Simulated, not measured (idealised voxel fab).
process module | voxel ribs on slabs
cross-section cut | 255 nm wide | cells 5 nm
A cross-section is a grid of square cells, given in bands from the top down. A band is one or more rows of cells.
Each band's line starts with the height of the band's top and of its bottom, in nm. Then come its materials from left to right, each with its width in nm. One material with "throughout" fills the band from edge to edge. "air" is empty space.
Height 0 is the level under which the wafer as received is all one material. The lowest band goes on downwards, as in "0 down".
A width such as "30 to 40" changes by the same amount from each row of cells to the next, from the band's top row to its bottom row.
"no change" after a step means that no cell of the cross-section changed.
closed voids: empty space of 8 cells or more with no open way to the top, each as width x height at its distance from the left edge, in nm
after a step's settings: what the simulator itself notes on the step
overlay nm, on a step with a mask: how far to the right of its planned place the mask lay; to the left if negative
plan
1 op RECEIVE | material Si
2 op DIRECTIONAL_DEP | material SiO2 | thk nm 30
3 op DIRECTIONAL_DEP | material polySi | thk nm 15
4 op MASKED_ETCH | tone cover | mask id RIB | width nm 20 | etch materials polySi | depth nm 10 | overlay nm 0
5 op DIRECTIONAL_DEP | material aC | thk nm 10
6 op PATTERN | tone cover | mask id SLAB | material resist | width nm 80 | thk nm 25 | overlay nm 0
7 op DIRECTIONAL_ETCH | etch materials aC | depth nm 10
8 op STRIP | etch materials resist
9 op DIRECTIONAL_ETCH | etch materials polySi | depth nm 5
10 op STRIP | etch materials aC
11 op FILL_DEP | material SiO2 | thk nm 20
12 op CMP | height nm 60
13 op DIRECTIONAL_DEP | material W | thk nm 10
14 op DIRECTIONAL_DEP | material aC | thk nm 15
15 op PATTERN | tone cover | mask id HEATER | material resist | width nm 30 | thk nm 30 | overlay nm 0
16 op DIRECTIONAL_ETCH | etch materials aC | depth nm 15
17 op STRIP | etch materials resist
18 op DIRECTIONAL_ETCH | etch materials W | depth nm 10
19 op STRIP | etch materials aC
20 op CONFORMAL_DEP | material SiO2 | thk nm 10
first wafer, as planned
as received, after step 1
  0 down: Si throughout
  closed voids: none
after step 2
  30 to 0: SiO2 throughout
  below 0: unchanged
after step 3
  45 to 30: polySi throughout
  below 30: unchanged
after step 4
  45 to 35: air 115 | polySi 20 | air 120
  below 35: unchanged
after step 5
  55 to 45: air 115 | aC 20 | air 120
  45 to 35: aC 115 | polySi 20 | aC 120
  below 35: unchanged
after step 6
  80 to 55: air 85 | resist 80 | air 90
  55 to 45: air 85 | resist 30 | aC 20 | resist 30 | air 90
  below 45: unchanged
after step 7
  70 to 55: air 85 | resist 80 | air 90
  55 to 45: air 85 | resist 30 | aC 20 | resist 30 | air 90
  45 to 35: air 85 | aC 30 | polySi 20 | aC 30 | air 90
  below 35: unchanged
after step 8
  55 to 45: air 115 | aC 20 | air 120
  below 45: unchanged
after step 9
  55 to 45: air 115 | aC 20 | air 120
  45 to 35: air 85 | aC 30 | polySi 20 | aC 30 | air 90
  35 to 30: air 85 | polySi 80 | air 90
  below 30: unchanged
after step 10
  45 to 35: air 115 | polySi 20 | air 120
  below 35: unchanged
after step 11
  65 to 45: SiO2 throughout
  45 to 35: SiO2 115 | polySi 20 | SiO2 120
  35 to 30: SiO2 85 | polySi 80 | SiO2 90
  below 30: unchanged
after step 12
  60 to 45: SiO2 throughout
  below 45: unchanged
after step 13
  70 to 60: W throughout
  below 60: unchanged
after step 14
  85 to 70: aC throughout
  below 70: unchanged
after step 15
  115 to 85: air 110 | resist 30 | air 115
  below 85: unchanged
after step 16
  100 to 85: air 110 | resist 30 | air 115
  85 to 70: air 110 | aC 30 | air 115
  below 70: unchanged
after step 17
  85 to 70: air 110 | aC 30 | air 115
  below 70: unchanged
after step 18
  85 to 70: air 110 | aC 30 | air 115
  70 to 60: air 110 | W 30 | air 115
  below 60: unchanged
after step 19
  70 to 60: air 110 | W 30 | air 115
  below 60: unchanged
after step 20
  80 to 70: air 100 | SiO2 50 | air 105
  70 to 60: SiO2 110 | W 30 | SiO2 115
  below 60: unchanged
second wafer: like start, like plan, one mistake. Through step 5 it matches the first wafer
when step 6 should have ended
  80 to 55: air 80 | resist 80 | air 95
  55 to 45: air 80 | resist 35 | aC 20 | resist 25 | air 95
  below 45: unchanged
when step 7 should have ended
  70 to 55: air 80 | resist 80 | air 95
  55 to 45: air 80 | resist 35 | aC 20 | resist 25 | air 95
  45 to 35: air 80 | aC 35 | polySi 20 | aC 25 | air 95
  below 35: unchanged
when step 8 should have ended
  55 to 45: air 115 | aC 20 | air 120
  below 45: unchanged
when step 9 should have ended
  55 to 45: air 115 | aC 20 | air 120
  45 to 35: air 80 | aC 35 | polySi 20 | aC 25 | air 95
  35 to 30: air 80 | polySi 80 | air 95
  below 30: unchanged
when step 10 should have ended
  45 to 35: air 115 | polySi 20 | air 120
  below 35: unchanged
when step 11 should have ended
  65 to 45: SiO2 throughout
  45 to 35: SiO2 115 | polySi 20 | SiO2 120
  35 to 30: SiO2 80 | polySi 80 | SiO2 95
  below 30: unchanged
when step 12 should have ended
  60 to 45: SiO2 throughout
  below 45: unchanged
when step 13 should have ended
  70 to 60: W throughout
  below 60: unchanged
when step 14 should have ended
  85 to 70: aC throughout
  below 70: unchanged
when step 15 should have ended
  115 to 85: air 110 | resist 30 | air 115
  below 85: unchanged
when step 16 should have ended
  100 to 85: air 110 | resist 30 | air 115
  85 to 70: air 110 | aC 30 | air 115
  below 70: unchanged
when step 17 should have ended
  85 to 70: air 110 | aC 30 | air 115
  below 70: unchanged
when step 18 should have ended
  85 to 70: air 110 | aC 30 | air 115
  70 to 60: air 110 | W 30 | air 115
  below 60: unchanged
when step 19 should have ended
  70 to 60: air 110 | W 30 | air 115
  below 60: unchanged
when step 20 should have ended
  80 to 70: air 100 | SiO2 50 | air 105
  70 to 60: SiO2 110 | W 30 | SiO2 115
  below 60: unchanged
what went wrong: step 6 ran as: op PATTERN | tone cover | mask id SLAB | material resist | width nm 80 | thk nm 25 | overlay nm -5
at the end the second wafer has, in cells: as many of each material as the first, in other places
